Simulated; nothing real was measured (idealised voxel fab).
Process module in this document: voxel capacitor over wiring
Section shown: cut. Width: 165 nm. Cell size: 5 nm, square.
In what follows, cross-sections appear as grids of square cells, described through bands that run from the top down, where every band is one or more rows of cells.
Heads up on the band format: heights come first, top then bottom, in nm. After that it's the materials left to right, each with its width in nm. A single material flagged "throughout" fills the whole band edge to edge, and "blank" means there's empty space there.
Heights are expressed relative to 0, this being the level below which the as-received wafer comprises one material exclusively. The lowest band is unbounded in the downward direction and is denoted as in "z 0 and below".
The expression "30 to 40" gives the width at the extremes of the band, the first number at its top row of cells and the second at its bottom row, with the width changing by equal amounts from each row to the next in between.
Step marked "no change"? Then no cell in the cross-section changed in it.
"Closed void catalog" contains a list of empty spaces, each no smaller than 8 cells and without an open way to the top, written in the form width x height at distance with the distance from the left edge and all three in nm.
Note: text after step settings on the step line = simulator remark on that step.
overlay nm: on a step with a mask, how far right of its planned place the mask lay; negative means left.

Intended process steps
- 1: RECEIVE (material Si)
- 2: CONFORMAL_DEP (material SiO2; thk nm 15)
- 3: CONFORMAL_DEP (material SiN; thk nm 5)
- 4: DIRECTIONAL_DEP (material lowk; thk nm 20)
- 5: PATTERN (tone open; mask id METAL_1; material resist; width nm 25; pitch nm 90; thk nm 15; overlay nm 0)
- 6: DIRECTIONAL_ETCH (etch materials lowk; depth nm 20)
- 7: DIRECTIONAL_ETCH (etch materials SiN; depth nm 5)
- 8: STRIP (etch materials resist)
- 9: CONFORMAL_DEP (material TiN; thk nm 5)
- 10: FILL_DEP (material W; thk nm 10)
- 11: CMP (height nm 40)
- 12: CONFORMAL_DEP (material SiCN; thk nm 5)
- 13: DIRECTIONAL_DEP (material SiO2; thk nm 15)
- 14: MASKED_ETCH (tone open; mask id PLUG_1; width nm 15; etch materials SiO2; depth nm 5; overlay nm 0)
- 15: MASKED_ETCH (tone open; mask id PLUG_1; width nm 15; etch materials SiCN; depth nm 5; overlay nm 0)
- 16: EPI (material Ru; thk nm 10)
- 17: EPI (material Ru; thk nm 10)
- 18: DIRECTIONAL_DEP (material TiN; thk nm 10)
- 19: DIRECTIONAL_DEP (material SiN; thk nm 5)
- 20: DIRECTIONAL_DEP (material TiN; thk nm 10)
- 21: PATTERN (tone cover; mask id UPPER_PLATE; material resist; width nm 70; thk nm 20; overlay nm 0)
- 22: DIRECTIONAL_ETCH (etch materials TiN; depth nm 10)
- 23: DIRECTIONAL_ETCH (etch materials SiN; depth nm 5)
- 24: STRIP (etch materials resist)
- 25: MASKED_ETCH (tone cover; mask id LOWER_PLATE; width nm 80; etch materials TiN; depth nm 10; overlay nm 0)
- 26: FILL_DEP (material SiO2; thk nm 20)
- 27: CMP (height nm 100)
- 28: DIRECTIONAL_DEP (material aC; thk nm 15)
- 29: PATTERN (tone open; mask id PLUG_2; material resist; width nm 15; thk nm 35; overlay nm 0)
- 30: DIRECTIONAL_ETCH (etch materials aC; depth nm 15)
- 31: STRIP (etch materials resist)
- 32: DIRECTIONAL_ETCH (etch materials SiO2; depth nm 15)
- 33: STRIP (etch materials aC)
- 34: CONFORMAL_DEP (material TiN; thk nm 5)
- 35: FILL_DEP (material Ru; thk nm 10)
- 36: CMP (height nm 100)
- 37: CONFORMAL_DEP (material SiCN; thk nm 5)
Where the wafers of this document differ is in the depth nm of step 14; they start out the same, and the plan states the value that applied to the first wafer.

Received condition of the first of several wafers, sectioned: post-step 1
	z 0 and below = Si throughout
	Closed void catalog: none

The following table contains a row per wafer, in which are reported, at the conclusion of the module, the cells of each material gained (+) or lost (-) since the wafer's receipt, with its closed voids given thereafter
depth nm 5; +2 Ru; +66 SiCN; +37 SiN; +379 SiO2; +93 TiN; +24 W; +92 lowk; Closed void catalog: none
depth nm 10; +2 Ru; +66 SiCN; +37 SiN; +379 SiO2; +93 TiN; +24 W; +92 lowk; Closed void catalog: none
depth nm 15; +14 Ru; +63 SiCN; +37 SiN; +370 SiO2; +93 TiN; +24 W; +92 lowk; Closed void catalog: none
depth nm 20; +14 Ru; +63 SiCN; +37 SiN; +370 SiO2; +93 TiN; +24 W; +92 lowk; Closed void catalog: none
depth nm 25; +14 Ru; +63 SiCN; +37 SiN; +370 SiO2; +93 TiN; +24 W; +92 lowk; Closed void catalog: none
depth nm 30; +14 Ru; +63 SiCN; +37 SiN; +370 SiO2; +93 TiN; +24 W; +92 lowk; Closed void catalog: none
